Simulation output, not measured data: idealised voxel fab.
process module | voxel capacitor over wiring
cross-section cut | 190 nm wide | cells 5 nm
A cross-section is a grid of square cells, given in bands from the top down. A band is one or more rows of cells.
Each band's line starts with the height of the band's top and of its bottom, in nm. Then come its materials from left to right, each with its width in nm. One material with "throughout" fills the band from edge to edge. "air" is empty space.
Height 0 is the level under which the wafer as received is all one material. The lowest band goes on downwards, as in "0 down".
A width such as "30 to 40" changes by the same amount from each row of cells to the next, from the band's top row to its bottom row.
"no change" after a step means that no cell of the cross-section changed.
closed voids: empty space of 8 cells or more with no open way to the top, each as width x height at its distance from the left edge, in nm
after a step's settings: what the simulator itself notes on the step
overlay nm, on a step with a mask: how far to the right of its planned place the mask lay; to the left if negative
plan
1 op RECEIVE | material Si
2 op CONFORMAL_DEP | material SiO2 | thk nm 10
3 op CONFORMAL_DEP | material SiCN | thk nm 5
4 op DIRECTIONAL_DEP | material SiO2 | thk nm 20
5 op MASKED_ETCH | tone open | mask id METAL_1 | width nm 25 | pitch nm 75 | etch materials SiO2 | depth nm 20 | overlay nm 0
6 op MASKED_ETCH | tone open | mask id METAL_1 | width nm 25 | pitch nm 75 | etch materials SiCN | depth nm 5 | overlay nm 0
7 op CONFORMAL_DEP | material TiN | thk nm 5
8 op FILL_DEP | material Ru | thk nm 10
9 op CMP | height nm 35
10 op CONFORMAL_DEP | material SiCN | thk nm 5
11 op DIRECTIONAL_DEP | material SiO2 | thk nm 20
12 op PATTERN | tone open | mask id PLUG_1 | material resist | width nm 15 | thk nm 15 | overlay nm 0
13 op DIRECTIONAL_ETCH | etch materials SiO2 | depth nm 20
14 op DIRECTIONAL_ETCH | etch materials SiCN | depth nm 5
15 op STRIP | etch materials resist
16 op EPI | material Ru | thk nm 10
17 op EPI | material Ru | thk nm 10
18 op EPI | material Ru | thk nm 5
19 op DIRECTIONAL_DEP | material TiN | thk nm 5
20 op DIRECTIONAL_DEP | material SiN | thk nm 5
21 op DIRECTIONAL_DEP | material TiN | thk nm 10
22 op DIRECTIONAL_DEP | material aC | thk nm 10
23 op PATTERN | tone cover | mask id UPPER_PLATE | material resist | width nm 55 | thk nm 30 | overlay nm 0
24 op DIRECTIONAL_ETCH | etch materials aC | depth nm 10
25 op STRIP | etch materials resist
26 op DIRECTIONAL_ETCH | etch materials TiN | depth nm 10
27 op DIRECTIONAL_ETCH | etch materials SiN | depth nm 5
28 op STRIP | etch materials aC
29 op DIRECTIONAL_DEP | material aC | thk nm 10
30 op PATTERN | tone cover | mask id LOWER_PLATE | material resist | width nm 65 | thk nm 30 | overlay nm 0
31 op DIRECTIONAL_ETCH | etch materials aC | depth nm 10
32 op STRIP | etch materials resist
33 op DIRECTIONAL_ETCH | etch materials TiN | depth nm 5
34 op STRIP | etch materials aC
35 op FILL_DEP | material SiO2 | thk nm 20
36 op CMP | height nm 95
37 op MASKED_ETCH | tone open | mask id PLUG_2 | width nm 15 | etch materials SiO2 | depth nm 15 | overlay nm 0
38 op CONFORMAL_DEP | material TiN | thk nm 5
39 op FILL_DEP | material Ru | thk nm 5
40 op CMP | height nm 95
41 op CONFORMAL_DEP | material SiN | thk nm 5
as received, after step 1
  0 down: Si throughout
  closed voids: none
a wafer at the end: this start, this plan, one mistake
  100 to 95: SiN throughout
  95 to 85: SiO2 65 | TiN 5 | Ru 5 | TiN 5 | SiO2 110
  85 to 80: SiO2 65 | TiN 15 | SiO2 110
  80 to 70: SiO2 55 | TiN 55 | SiO2 80
  70 to 65: SiO2 55 | SiN 55 | SiO2 80
  65 to 60: SiO2 50 | TiN 65 | SiO2 75
  60 to 40: SiO2 55 | Ru 15 | SiO2 120
  40 to 35: SiCN 55 | Ru 15 | SiCN 120
  35 to 20: SiO2 55 | TiN 5 | Ru 15 | TiN 5 | SiO2 50 | TiN 5 | Ru 15 | TiN 5 | SiO2 35
  20 to 15: SiO2 55 | TiN 5 | Ru 5 | TiN 15 | SiO2 50 | TiN 5 | Ru 5 | TiN 15 | SiO2 35
  15 to 10: SiCN 55 | TiN 15 | SiCN 60 | TiN 15 | SiCN 45
  10 to 0: SiO2 throughout
  0 down: Si throughout
  closed voids: none
what went wrong: step 5 ran as: op MASKED_ETCH | tone open | mask id METAL_1 | width nm 25 | pitch nm 75 | etch materials SiO2 | depth nm 20 | overlay nm 10
